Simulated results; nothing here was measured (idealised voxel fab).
You're looking at the process module voxel lift off.
FYI the section here is cut, 290 nm wide, cells are 5 nm squares.
Throughout this document, each cross-section is represented as a grid of square cells and is presented as a sequence of bands enumerated from the top downward, where a band comprises one or more rows of cells.
First you get the band's top height and its bottom height, in nm, and then the materials it's made of, left to right, with each width in nm. If you see a single material with "everywhere", that one covers the band edge to edge. "blank" is empty space.
Beneath 0, the wafer as received is one material, and that level is where height counting begins. The lowest band goes on downward without a bottom; it is written like "z 0 and below".
The expression "30 to 40" gives the width at the extremes of the band, the first number at its top row of cells and the second at its bottom row, with the width changing by equal amounts from each row to the next in between.
A step reported as "no change" is a step in which no cell of the cross-section changed.
So "Cavities, closed" is basically the list of trapped voids: any empty space of 8 cells or more that can't reach the top through an opening. They're written width x height at distance, the distance being from the left edge, and it's all nm.
Where a step's line continues beyond its settings, the continuation is a remark by the simulator itself on that step.
A step line may carry the setting "overlay nm", which, for steps involving a mask, states the distance by which the mask lay to the right of its intended position; negative values denote displacement to the left.
The following list gives the planned process steps
step 1: RECEIVE (material Si)
step 2: CONFORMAL_DEP (material SiN; thk nm 15)
step 3: PATTERN (tone open; mask id LINES; material resist; width nm 15; pitch nm 35; thk nm 15; overlay nm 0)
step 4: DIRECTIONAL_DEP (material Ru; thk nm 5)
step 5: STRIP (etch materials resist)
step 6: CONFORMAL_DEP (material SiCN; thk nm 10)
The first of two wafers, run as planned
Incoming wafer, cross-sectional view, post step 1
	z 0 and below = Si everywhere
	Cavities, closed: none
State of the wafer after step 2, shown in cross-section
	z 15 to 0 = SiN everywhere
	below 0: unchanged
State of the wafer after step 3, shown in cross-section
	z 30 to 15 = resist 85 nm, blank 15 nm, resist 20 nm, blank 15 nm, resist 20 nm, blank 15 nm, resist 20 nm, blank 15 nm, resist 85 nm
	below 15: unchanged
State of the wafer after step 4, shown in cross-section
	z 35 to 30 = Ru 85 nm, blank 15 nm, Ru 20 nm, blank 15 nm, Ru 20 nm, blank 15 nm, Ru 20 nm, blank 15 nm, Ru 85 nm
	z 30 to 20 = resist 85 nm, blank 15 nm, resist 20 nm, blank 15 nm, resist 20 nm, blank 15 nm, resist 20 nm, blank 15 nm, resist 85 nm
	z 20 to 15 = resist 85 nm, Ru 15 nm, resist 20 nm, Ru 15 nm, resist 20 nm, Ru 15 nm, resist 20 nm, Ru 15 nm, resist 85 nm
	below 15: unchanged
State of the wafer after step 5, shown in cross-section
	z 20 to 15 = blank 85 nm, Ru 15 nm, blank 20 nm, Ru 15 nm, blank 20 nm, Ru 15 nm, blank 20 nm, Ru 15 nm, blank 85 nm
	below 15: unchanged
State of the wafer after step 6, shown in cross-section
	z 30 to 25 = blank 75 nm, SiCN 140 nm, blank 75 nm
	z 25 to 20 = SiCN everywhere
	z 20 to 15 = SiCN 85 nm, Ru 15 nm, SiCN 20 nm, Ru 15 nm, SiCN 20 nm, Ru 15 nm, SiCN 20 nm, Ru 15 nm, SiCN 85 nm
	below 15: unchanged
The Second Wafer: Common Origin and Plan, One Mistake in Execution, Identical to the First Through Step 2
Second wafer, sectioned view, at step 3's planned end time
	z 30 to 15 = blank 85 nm, resist 15 nm, blank 20 nm, resist 15 nm, blank 20 nm, resist 15 nm, blank 20 nm, resist 15 nm, blank 85 nm
	below 15: unchanged
Second wafer, sectioned view, at step 4's planned end time
	z 35 to 30 = blank 85 nm, Ru 15 nm, blank 20 nm, Ru 15 nm, blank 20 nm, Ru 15 nm, blank 20 nm, Ru 15 nm, blank 85 nm
	z 30 to 20 = blank 85 nm, resist 15 nm, blank 20 nm, resist 15 nm, blank 20 nm, resist 15 nm, blank 20 nm, resist 15 nm, blank 85 nm
	z 20 to 15 = Ru 85 nm, resist 15 nm, Ru 20 nm, resist 15 nm, Ru 20 nm, resist 15 nm, Ru 20 nm, resist 15 nm, Ru 85 nm
	below 15: unchanged
Second wafer, sectioned view, at step 5's planned end time
	z 20 to 15 = Ru 85 nm, blank 15 nm, Ru 20 nm, blank 15 nm, Ru 20 nm, blank 15 nm, Ru 20 nm, blank 15 nm, Ru 85 nm
	below 15: unchanged
Second wafer, sectioned view, at step 6's planned end time
	z 30 to 20 = SiCN everywhere
	z 20 to 15 = Ru 85 nm, SiCN 15 nm, Ru 20 nm, SiCN 15 nm, Ru 20 nm, SiCN 15 nm, Ru 20 nm, SiCN 15 nm, Ru 85 nm
	below 15: unchanged
What was the processing mistake? step 3 went in with a setting other than planned; the actual run was PATTERN (tone cover; mask id LINES; material resist; width nm 15; pitch nm 35; thk nm 15; overlay nm 0)
The closing comparison, in cells, has the second wafer with more or fewer of some materials than the first: Ru +34; SiCN -4
